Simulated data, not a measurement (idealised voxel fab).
The name of this process module is voxel capacitor over wiring.
This is section cut - it's 240 nm across, gridded in 5 nm square cells.
When this document writes out a cross-section, it uses a grid of square cells and lists it as bands, beginning at the top and moving down, with a band standing for one or more rows of cells.
Basically the band line says how high the top is and how high the bottom is, in nm, and then what's in it from left to right, every material with its width in nm. Empty space shows up as "blank", and if a single material carries "everywhere" it runs the full band edge to edge.
Ref level 0: as-received wafer is one material below here. Bottom band extends down with no lower bound ("0 nm and below").
So if you see something like "30->40" for the width, read it as the top row of the band sitting at the first number and the bottom row at the second, with every row in between moving by the same amount as the last.
No cell of the cross-section changed in a step that is given as "nothing was modified".
What "Enclosed void list" gives you is every empty space of 8 cells or more that is cut off from the top. Each appears as width x height at distance, with the distance taken from the left edge and width, height and distance all in nm.
after a step's settings: what the simulator itself notes on the step
The line of a step may include "overlay nm". On a step with a mask, this value is how far to the right of its planned place the mask lay. A negative value means the mask lay to the left.
-- Process steps - plan
1 RECEIVE | material Si
2 CONFORMAL_DEP | material SiO2 | thk nm 10
3 DIRECTIONAL_DEP | material TiN | thk nm 5
4 DIRECTIONAL_DEP | material W | thk nm 15
5 DIRECTIONAL_DEP | material aC | thk nm 10
6 PATTERN | tone cover | mask id METAL_1 | material resist | width nm 30 | pitch nm 95 | thk nm 25 | overlay nm 0
7 DIRECTIONAL_ETCH | etch materials aC | depth nm 10
8 STRIP | etch materials resist
9 DIRECTIONAL_ETCH | etch materials W | depth nm 15
10 DIRECTIONAL_ETCH | etch materials TiN | depth nm 5
11 STRIP | etch materials aC
12 CONFORMAL_DEP | material SiN | thk nm 5
13 FILL_DEP | material lowk | thk nm 5
14 CMP | height nm 30
15 CONFORMAL_DEP | material SiCN | thk nm 5
16 DIRECTIONAL_DEP | material lowk | thk nm 10
17 PATTERN | tone open | mask id PLUG_1 | material resist | width nm 15 | thk nm 20 | overlay nm 0
18 DIRECTIONAL_ETCH | etch materials lowk | depth nm 10
19 DIRECTIONAL_ETCH | etch materials SiCN | depth nm 5
20 STRIP | etch materials resist
21 CONFORMAL_DEP | material TiN | thk nm 5
22 FILL_DEP | material Ru | thk nm 5
23 CMP | height nm 45
24 DIRECTIONAL_DEP | material TiN | thk nm 5
25 DIRECTIONAL_DEP | material Al2O3 | thk nm 5
26 DIRECTIONAL_DEP | material TiN | thk nm 5
27 DIRECTIONAL_DEP | material aC | thk nm 15
28 PATTERN | tone cover | mask id UPPER_PLATE | material resist | width nm 70 | thk nm 35 | overlay nm 0
29 DIRECTIONAL_ETCH | etch materials aC | depth nm 15
30 STRIP | etch materials resist
31 DIRECTIONAL_ETCH | etch materials TiN | depth nm 5
32 DIRECTIONAL_ETCH | etch materials Al2O3 | depth nm 5
33 STRIP | etch materials aC
34 MASKED_ETCH | tone cover | mask id LOWER_PLATE | width nm 80 | etch materials TiN | depth nm 5 | overlay nm 0
35 FILL_DEP | material SiO2 | thk nm 20
36 CMP | height nm 75
37 MASKED_ETCH | tone open | mask id PLUG_2 | width nm 15 | etch materials SiO2 | depth nm 15 | overlay nm 0
38 CONFORMAL_DEP | material TiN | thk nm 5
39 FILL_DEP | material Ru | thk nm 5
40 CMP | height nm 75
41 CONFORMAL_DEP | material SiN | thk nm 5
-- Cross-section of the wafer as it came to us, i.e., already through step 1
	0 nm and below = Si everywhere
	Enclosed void list: none
-- Same starting wafer, same plan as above, one mistake in the execution; this is the cross-section at the end of the module
	80 nm to 75 nm = SiN everywhere
	75 nm to 65 nm = 80 SiO2 | 5 TiN | 5 Ru | 5 TiN | 145 SiO2
	65 nm to 55 nm = 80->75 SiO2 | 15->65 TiN | 145->100 SiO2
	55 nm to 50 nm = 75 SiO2 | 65 Al2O3 | 100 SiO2
	50 nm to 45 nm = 65 SiO2 | 80 TiN | 95 SiO2
	45 nm to 35 nm = 70 lowk | 5 TiN | 5 Ru | 5 TiN | 155 lowk
	35 nm to 30 nm = 70 SiCN | 15 TiN | 155 SiCN
	30 nm to 15 nm = 50 lowk | 5 SiN | 30 W | 5 SiN | 55 lowk | 5 SiN | 30 W | 5 SiN | 55 lowk
	15 nm to 10 nm = 55 SiN | 30 TiN | 65 SiN | 30 TiN | 60 SiN
	10 nm to 0 nm = SiO2 everywhere
	0 nm and below = Si everywhere
	Enclosed void list: none
So what did we get wrong on this run? step 28 did not happen as planned, as run it was PATTERN | tone cover | mask id UPPER_PLATE | material resist | width nm 65 | thk nm 35 | overlay nm 0
